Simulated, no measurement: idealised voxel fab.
Process module in this document: voxel transistor to metal
Each square cell in cross-section cut measures 5 nm, and the section as a whole is 190 nm wide.
In this document a cross-section is written as a grid of square cells. It is given as a series of bands, listed from the top down, and a band is one or more rows of cells.
Read a band's entry like this: the first values are the height of its top and the height of its bottom in nm, and what follows is the sequence of materials from left to right, each with its width in nm. Note that "air" is empty space, and that a single material marked "throughout" reaches across the band from edge to edge.
A quick word on heights: they are counted from 0, and under that level the wafer as it came to us is one material throughout. The lowest band is different from the rest in having no bottom; it simply continues downward, written as in "0 down".
When a width is written as two numbers, as in "30..40", the first number is the width in the top row of cells of the band and the second is the width in its bottom row, and the width changes by the same amount from each row to the next.
"no modification", as given for a step, is the statement that not any cell of the cross-section underwent a change during that step.
In "Cavities, closed" the enclosed voids are listed, meaning empty spaces of 8 cells or larger without any opening to the top. The form is width x height at distance, distance from the left edge, units nm.
What comes after the settings on a step's line is commentary from the simulator itself on that step.
Each step line may optionally specify "overlay nm", which for a step with a mask gives the rightward distance between the mask's planned place and where it lay, a negative value indicating the leftward direction.

### Steps planned for the process
step 1: RECEIVE [material Si]
step 2: CONFORMAL_DEP [material SiO2] [thk nm 5]
step 3: CONFORMAL_DEP [material SiN] [thk nm 15]
step 4: MASKED_ETCH [tone cover] [mask id ACTIVE] [width nm 115] [etch materials SiN] [depth nm 15] [overlay nm 0]
step 5: MASKED_ETCH [tone cover] [mask id ACTIVE] [width nm 115] [etch materials SiO2] [depth nm 5] [overlay nm 0]
step 6: MASKED_ETCH [tone cover] [mask id ACTIVE] [width nm 115] [etch materials Si] [depth nm 20] [overlay nm 0]
step 7: FILL_DEP [material SiO2] [thk nm 5]
step 8: CMP [height nm 20]
step 9: SELECTIVE_ETCH [etch materials SiO2] [depth nm 10]
step 10: STRIP [etch materials SiN]
step 11: SELECTIVE_ETCH [etch materials SiO2] [depth nm 5]
step 12: OXIDIZE [depth nm 5]
step 13: DIRECTIONAL_DEP [material polySi] [thk nm 30]
step 14: DIRECTIONAL_DEP [material SiCN] [thk nm 15]
step 15: DIRECTIONAL_DEP [material aC] [thk nm 10]
step 16: PATTERN [tone cover] [mask id GATE] [material resist] [width nm 25] [thk nm 25] [overlay nm 0]
step 17: DIRECTIONAL_ETCH [etch materials aC] [depth nm 10]
step 18: STRIP [etch materials resist]
step 19: DIRECTIONAL_ETCH [etch materials SiCN] [depth nm 25]
step 20: DIRECTIONAL_ETCH [etch materials polySi] [depth nm 40]
step 21: STRIP [etch materials aC]
step 22: CONFORMAL_DEP [material SiN] [thk nm 5]
step 23: DIRECTIONAL_ETCH [etch materials SiN] [depth nm 5]
step 24: DIRECTIONAL_ETCH [etch materials SiO2] [depth nm 5]
step 25: DIRECTIONAL_ETCH [etch materials Si] [depth nm 5]
step 26: EPI [material nSi] [thk nm 5]
step 27: FILL_DEP [material SiO2] [thk nm 5]
step 28: CMP [height nm 30]
step 29: STRIP [etch materials polySi]
step 30: SELECTIVE_ETCH [etch materials SiO2] [depth nm 5]
step 31: CONFORMAL_DEP [material HfO2] [thk nm 5]
step 32: CONFORMAL_DEP [material TiN] [thk nm 5]
step 33: FILL_DEP [material W] [thk nm 5]
step 34: CMP [height nm 25]
step 35: DIRECTIONAL_DEP [material SiO2] [thk nm 10]
step 36: DIRECTIONAL_DEP [material aC] [thk nm 15]
step 37: PATTERN [tone open] [mask id CONTACT] [material resist] [width nm 20] [pitch nm 85] [thk nm 35] [overlay nm 0]
step 38: DIRECTIONAL_ETCH [etch materials aC] [depth nm 15]
step 39: STRIP [etch materials resist]
step 40: DIRECTIONAL_ETCH [etch materials SiO2] [depth nm 40]
step 41: STRIP [etch materials aC]
step 42: CONFORMAL_DEP [material TiN] [thk nm 5]
step 43: FILL_DEP [material W] [thk nm 5]
step 44: CMP [height nm 35]
step 45: DIRECTIONAL_DEP [material TiN] [thk nm 5]
step 46: DIRECTIONAL_DEP [material Ru] [thk nm 25]
step 47: PATTERN [tone cover] [mask id METAL_1] [material resist] [width nm 20] [pitch nm 85] [thk nm 20] [overlay nm 0]
step 48: DIRECTIONAL_ETCH [etch materials Ru] [depth nm 25]
step 49: DIRECTIONAL_ETCH [etch materials TiN] [depth nm 5]
step 50: STRIP [etch materials resist]
step 51: FILL_DEP [material lowk] [thk nm 5]
step 52: CMP [height nm 65]
step 53: CONFORMAL_DEP [material SiCN] [thk nm 5]
step 54: DIRECTIONAL_DEP [material SiO2] [thk nm 30]
step 55: DIRECTIONAL_DEP [material aC] [thk nm 15]
step 56: PATTERN [tone open] [mask id METAL_2] [material resist] [width nm 20] [pitch nm 85] [thk nm 30] [overlay nm 0]
step 57: DIRECTIONAL_ETCH [etch materials aC] [depth nm 15]
step 58: STRIP [etch materials resist]
step 59: DIRECTIONAL_ETCH [etch materials SiO2] [depth nm 15]
step 60: STRIP [etch materials aC]
step 61: DIRECTIONAL_DEP [material aC] [thk nm 15]
step 62: PATTERN [tone open] [mask id METAL_2_HOLES] [material resist] [width nm 15] [pitch nm 85] [thk nm 35] [overlay nm 0]
step 63: DIRECTIONAL_ETCH [etch materials aC] [depth nm 15]
step 64: STRIP [etch materials resist]
step 65: DIRECTIONAL_ETCH [etch materials SiO2] [depth nm 15]
step 66: DIRECTIONAL_ETCH [etch materials SiCN] [depth nm 5]
step 67: STRIP [etch materials aC]
step 68: CONFORMAL_DEP [material TiN] [thk nm 5]
step 69: FILL_DEP [material Cu] [thk nm 5]
step 70: CMP [height nm 100]
step 71: CONFORMAL_DEP [material SiCN] [thk nm 5]

### So this is the incoming wafer in cross-section - it's already been through step 1
    0 down | Si throughout
    Cavities, closed: none

### Module complete, cross-section. Starting point and plan per above. One mistake made in running the module
    105 to 100 | SiCN throughout
    100 to 90 | SiO2: 40 / TiN: 5 / Cu: 10 / TiN: 5 / SiO2: 65 / TiN: 5 / Cu: 10 / TiN: 5 / SiO2: 45
    90 to 85 | SiO2: 40 / TiN: 5 / Cu: 5 / TiN: 10 / SiO2: 65 / TiN: 5 / Cu: 5 / TiN: 10 / SiO2: 45
    85 to 70 | SiO2: 40 / TiN: 5 / Cu: 5 / TiN: 5 / SiO2: 70 / TiN: 5 / Cu: 5 / TiN: 5 / SiO2: 50
    70 to 65 | SiCN: 40 / TiN: 15 / SiCN: 70 / TiN: 15 / SiCN: 50
    65 to 40 | lowk: 40 / Ru: 20 / lowk: 65 / Ru: 20 / lowk: 45
    40 to 35 | lowk: 40 / TiN: 20 / lowk: 65 / TiN: 20 / lowk: 45
    35 to 25 | SiO2: 40 / TiN: 5 / W: 10 / TiN: 5 / SiO2: 65 / TiN: 5 / W: 10 / TiN: 5 / SiO2: 45
    25 to 5 | SiO2: 40 / TiN: 5 / W: 10 / TiN: 5 / SiO2: 15 / SiN: 5 / TiN: 5 / W: 15 / TiN: 5 / SiN: 5 / SiO2: 15 / TiN: 5 / W: 10 / TiN: 5 / SiO2: 45
    5 to 0 | SiO2: 30 / SiN: 5 / SiO2: 5 / TiN: 5 / W: 10 / TiN: 5 / SiO2: 15 / SiN: 5 / TiN: 5 / W: 15 / TiN: 5 / SiN: 5 / SiO2: 15 / TiN: 5 / W: 10 / TiN: 5 / SiO2: 5 / SiN: 5 / SiO2: 35
    0 to -5 | SiO2: 40 / TiN: 20 / SiO2: 10 / nSi: 5 / TiN: 35 / nSi: 5 / SiO2: 10 / TiN: 20 / SiO2: 45
    -5 to -10 | SiO2: 35 / nSi: 40 / Si: 35 / nSi: 40 / SiO2: 40
    -10 to -20 | SiO2: 35 / Si: 115 / SiO2: 40
    -20 down | Si throughout
    Cavities, closed: none
Plan not followed: not run: step 31 of the plan (skipped)
